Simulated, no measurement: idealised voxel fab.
Proc. module: voxel transistor to metal
185 nm wide, 5 nm square cells: that's cross-section cut.
Cross-section spec: square-cell grid; bands listed top down; each band is one or more rows.
The entry gives the band's vertical extent as a top height and a bottom height in nm, then its horizontal make-up as materials from left to right, each with a width in nm. "blank" stands for empty space; a single material marked "full width" fills the band edge to edge.
Heads up on the height convention: 0 is the point under which the incoming wafer is all one material, and the lowest band has no bottom, it just keeps going down, like "0..down".
Width "30->40": first value at the band's top row of cells, second value at its bottom row, equal change from row to row.
"no modifications", as given for a step, is the statement that not any cell of the cross-section underwent a change during that step.
Entry "Enclosed void catalog". Content: empty spaces with no open connection to the top, size 8 cells or greater. Each: width x height at distance. Distance: from left edge. Unit: nm.
Heads up: the bit after the settings on a step's line is the simulator's remark on that step.
overlay nm, on a step with a mask: how far to the right of its planned place the mask lay; to the left if negative
### Intended process steps
- 1: RECEIVE | material Si
- 2: CONFORMAL_DEP | material SiO2 | thk nm 5
- 3: CONFORMAL_DEP | material SiN | thk nm 10
- 4: MASKED_ETCH | tone cover | mask id ACTIVE | width nm 110 | etch materials SiN | depth nm 10 | overlay nm 0
- 5: MASKED_ETCH | tone cover | mask id ACTIVE | width nm 120 | etch materials SiO2 | depth nm 5 | overlay nm 0
- 6: MASKED_ETCH | tone cover | mask id ACTIVE | width nm 120 | etch materials Si | depth nm 20 | overlay nm 0
- 7: OXIDIZE | depth nm 5
- 8: FILL_DEP | material SiO2 | thk nm 5
- 9: CMP | height nm 15
- 10: SELECTIVE_ETCH | etch materials SiO2 | depth nm 10
- 11: STRIP | etch materials SiN
- 12: SELECTIVE_ETCH | etch materials SiO2 | depth nm 5
- 13: OXIDIZE | depth nm 5
- 14: DIRECTIONAL_DEP | material polySi | thk nm 25
- 15: DIRECTIONAL_DEP | material SiCN | thk nm 10
- 16: MASKED_ETCH | tone cover | mask id GATE | width nm 30 | etch materials SiCN | depth nm 20 | overlay nm 0
- 17: MASKED_ETCH | tone cover | mask id GATE | width nm 30 | etch materials polySi | depth nm 35 | overlay nm 0
- 18: CONFORMAL_DEP | material SiO2 | thk nm 5
- 19: DIRECTIONAL_ETCH | etch materials SiO2 | depth nm 5
- 20: CONFORMAL_DEP | material SiN | thk nm 5
- 21: DIRECTIONAL_ETCH | etch materials SiN | depth nm 5
- 22: DIRECTIONAL_ETCH | etch materials SiO2 | depth nm 5
- 23: DIRECTIONAL_ETCH | etch materials Si | depth nm 15
- 24: EPI | material SiGe | thk nm 20
- 25: FILL_DEP | material SiO2 | thk nm 10
- 26: CMP | height nm 25
- 27: STRIP | etch materials polySi
- 28: SELECTIVE_ETCH | etch materials SiO2 | depth nm 5
- 29: CONFORMAL_DEP | material HfO2 | thk nm 5
- 30: CONFORMAL_DEP | material TiN | thk nm 5
- 31: FILL_DEP | material W | thk nm 10
- 32: CMP | height nm 20
- 33: DIRECTIONAL_DEP | material SiO2 | thk nm 10
- 34: DIRECTIONAL_DEP | material aC | thk nm 10
- 35: PATTERN | tone open | mask id CONTACT | material resist | width nm 20 | pitch nm 90 | thk nm 25 | overlay nm 0
- 36: DIRECTIONAL_ETCH | etch materials aC | depth nm 10
- 37: STRIP | etch materials resist
- 38: DIRECTIONAL_ETCH | etch materials SiO2 | depth nm 30
- 39: STRIP | etch materials aC
- 40: CONFORMAL_DEP | material TiN | thk nm 5
- 41: FILL_DEP | material Ru | thk nm 5
- 42: CMP | height nm 30
- 43: CONFORMAL_DEP | material SiCN | thk nm 5
- 44: DIRECTIONAL_DEP | material lowk | thk nm 25
- 45: DIRECTIONAL_DEP | material aC | thk nm 15
- 46: PATTERN | tone open | mask id METAL_1 | material resist | width nm 20 | pitch nm 90 | thk nm 35 | overlay nm 0
- 47: DIRECTIONAL_ETCH | etch materials aC | depth nm 15
- 48: STRIP | etch materials resist
- 49: DIRECTIONAL_ETCH | etch materials lowk | depth nm 25
- 50: DIRECTIONAL_ETCH | etch materials SiCN | depth nm 5
- 51: STRIP | etch materials aC
- 52: CONFORMAL_DEP | material TiN | thk nm 5
- 53: FILL_DEP | material Ru | thk nm 5
- 54: CMP | height nm 60
- 55: CONFORMAL_DEP | material SiCN | thk nm 5
Split variable: width nm, step 4. Plan value = first wafer. Wafers start alike.
### First wafer of several, as received: cross-section after step 1
	0..down | Si full width
	Enclosed void catalog: none
### After the module's final step, step 55: the first of several wafers in cross-section
	65..60 | SiCN full width
	60..35 | lowk 35 nm / TiN 5 nm / Ru 10 nm / TiN 5 nm / lowk 70 nm / TiN 5 nm / Ru 10 nm / TiN 5 nm / lowk 40 nm
	35..30 | SiCN 35 nm / TiN 20 nm / SiCN 70 nm / TiN 20 nm / SiCN 40 nm
	30..20 | SiO2 35 nm / TiN 5 nm / Ru 10 nm / TiN 5 nm / SiO2 70 nm / TiN 5 nm / Ru 10 nm / TiN 5 nm / SiO2 40 nm
	20..15 | SiO2 35 nm / TiN 20 nm / SiO2 10 nm / SiN 5 nm / HfO2 5 nm / TiN 5 nm / W 20 nm / TiN 5 nm / HfO2 5 nm / SiN 5 nm / SiO2 10 nm / TiN 20 nm / SiO2 40 nm
	15..5 | SiO2 35 nm / TiN 10 nm / SiGe 20 nm / SiN 5 nm / HfO2 5 nm / TiN 5 nm / W 20 nm / TiN 5 nm / HfO2 5 nm / SiN 5 nm / SiGe 20 nm / TiN 10 nm / SiO2 40 nm
	5..0 | SiO2 35 nm / TiN 10 nm / SiGe 20 nm / SiN 5 nm / HfO2 5 nm / TiN 30 nm / HfO2 5 nm / SiN 5 nm / SiGe 20 nm / TiN 10 nm / SiO2 40 nm
	0..-5 | SiO2 30 nm / SiGe 35 nm / SiO2 5 nm / HfO2 40 nm / SiO2 5 nm / SiGe 35 nm / SiO2 35 nm
	-5..-20 | SiO2 35 nm / SiGe 30 nm / Si 50 nm / SiGe 30 nm / SiO2 40 nm
	-20..-25 | SiO2 35 nm / Si 110 nm / SiO2 40 nm
	-25..down | Si full width
	Enclosed void catalog: none
### The module's end: a cross-section of the last wafer
	65..60 | SiCN full width
	60..35 | lowk 35 nm / TiN 5 nm / Ru 10 nm / TiN 5 nm / lowk 70 nm / TiN 5 nm / Ru 10 nm / TiN 5 nm / lowk 40 nm
	35..30 | SiCN 35 nm / TiN 20 nm / SiCN 70 nm / TiN 20 nm / SiCN 40 nm
	30..20 | SiO2 35 nm / TiN 5 nm / Ru 10 nm / TiN 5 nm / SiO2 70 nm / TiN 5 nm / Ru 10 nm / TiN 5 nm / SiO2 40 nm
	20..15 | SiO2 35 nm / TiN 20 nm / SiO2 10 nm / SiN 5 nm / HfO2 5 nm / TiN 5 nm / W 20 nm / TiN 5 nm / HfO2 5 nm / SiN 5 nm / SiO2 10 nm / TiN 20 nm / SiO2 40 nm
	15..5 | SiO2 35 nm / TiN 10 nm / SiGe 20 nm / SiN 5 nm / HfO2 5 nm / TiN 5 nm / W 20 nm / TiN 5 nm / HfO2 5 nm / SiN 5 nm / SiGe 20 nm / TiN 10 nm / SiO2 40 nm
	5..0 | SiO2 35 nm / TiN 10 nm / SiGe 20 nm / SiN 5 nm / HfO2 5 nm / TiN 30 nm / HfO2 5 nm / SiN 5 nm / SiGe 20 nm / TiN 10 nm / SiO2 40 nm
	0..-5 | SiO2 25 nm / SiGe 40 nm / SiO2 5 nm / HfO2 40 nm / SiO2 5 nm / SiGe 45 nm / SiO2 25 nm
	-5..-20 | SiO2 30 nm / SiGe 35 nm / Si 50 nm / SiGe 40 nm / SiO2 30 nm
	-20..-25 | SiO2 30 nm / Si 125 nm / SiO2 30 nm
	-25..down | Si full width
	Enclosed void catalog: none
### Here is how to read the rows: every wafer has a row, and it shows the wafer at the end of the module, giving for each material how many cells were gained (+) or lost (-) since the wafer was received, then listing its closed voids
width nm 110; +16 HfO2; +28 Ru; -133 Si; +66 SiCN; +74 SiGe; +8 SiN; +197 SiO2; +68 TiN; +12 W; +145 lowk; Enclosed void catalog: none
width nm 115; +16 HfO2; +28 Ru; -133 Si; +66 SiCN; +74 SiGe; +8 SiN; +197 SiO2; +68 TiN; +12 W; +145 lowk; Enclosed void catalog: none
width nm 120; +16 HfO2; +28 Ru; -133 Si; +66 SiCN; +74 SiGe; +8 SiN; +197 SiO2; +68 TiN; +12 W; +145 lowk; Enclosed void catalog: none
width nm 125; +16 HfO2; +28 Ru; -132 Si; +66 SiCN; +78 SiGe; +8 SiN; +192 SiO2; +68 TiN; +12 W; +145 lowk; Enclosed void catalog: none
width nm 130; +16 HfO2; +28 Ru; -131 Si; +66 SiCN; +82 SiGe; +8 SiN; +187 SiO2; +68 TiN; +12 W; +145 lowk; Enclosed void catalog: none
width nm 135; +16 HfO2; +28 Ru; -130 Si; +66 SiCN; +86 SiGe; +8 SiN; +182 SiO2; +68 TiN; +12 W; +145 lowk; Enclosed void catalog: none
